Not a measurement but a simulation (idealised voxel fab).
The process module that follows is named voxel released beams.
We display cut, a cross-section 205 nm in width whose square cells are each 5 nm.
Throughout this document, each cross-section is represented as a grid of square cells and is presented as a sequence of bands enumerated from the top downward, where a band comprises one or more rows of cells. Band: top height; bottom height; in nm. Then, left to right: material with width in nm, for each material. "edge to edge": a single material spanning edge to edge. "blank": empty space. Height is counted from the level 0, under which the received wafer is composed throughout of one material. The lowest of the bands is not closed at the bottom but continues downward, in the notation "0 down". Think of "30->40" as a width that walks from the first number to the second as you go down the band, top row to bottom row, taking equal-sized steps from row to row. You'll sometimes find "stayed the same" written for a step, and that's the way of saying that nowhere in the cross-section did a cell change during that step. Closed-off voids of 8+ cells (no open route to the top) go in "Enclosed empty spaces", written width x height at distance from the left edge, in nm. Heads up: the bit after the settings on a step's line is the simulator's remark on that step. On any step carrying a mask, the "overlay nm" setting, if present on the step's line, tells how far right of its planned place the mask lay; negative values point to the left.

This section lists the process steps that were planned:
1. RECEIVE | material Si
2. CONFORMAL_DEP | material SiN | thk nm 10
3. DIRECTIONAL_DEP | material SiO2 | thk nm 15
4. DIRECTIONAL_DEP | material aC | thk nm 10
5. PATTERN | tone open | mask id ANCHOR | material resist | width nm 25 | thk nm 30 | overlay nm 0
6. DIRECTIONAL_ETCH | etch materials aC | depth nm 10
7. STRIP | etch materials resist
8. DIRECTIONAL_ETCH | etch materials SiO2 | depth nm 15
9. STRIP | etch materials aC
10. CONFORMAL_DEP | material W | thk nm 10
11. DIRECTIONAL_DEP | material aC | thk nm 5
12. PATTERN | tone cover | mask id BEAM | material resist | width nm 90 | thk nm 35 | overlay nm 0
13. DIRECTIONAL_ETCH | etch materials aC | depth nm 15
14. STRIP | etch materials resist
15. DIRECTIONAL_ETCH | etch materials W | depth nm 10
16. STRIP | etch materials aC
17. STRIP | etch materials SiO2
Where the wafers of this document differ is in the thk nm of step 11; they start out the same, and the plan states the value that applied to the first wafer.

First of several wafers, received after step 1, in cross-section:
0 down = Si edge to edge
Enclosed empty spaces: none

Heads up, this table goes wafer by wafer. A row tells you, at the end of the module, how many cells of each material that wafer has put on (+) or dropped (-) since it was received, and then its closed voids:
thk nm 5; +82 SiN; +48 W; Enclosed empty spaces: none
thk nm 10; +82 SiN; +48 W; Enclosed empty spaces: none
thk nm 15; +82 SiN; +48 W; Enclosed empty spaces: none
thk nm 20; +82 SiN; +108 SiO2; +94 W; Enclosed empty spaces: none
thk nm 25; +82 SiN; +108 SiO2; +94 W; Enclosed empty spaces: none
thk nm 30; +82 SiN; +108 SiO2; +94 W; Enclosed empty spaces: none
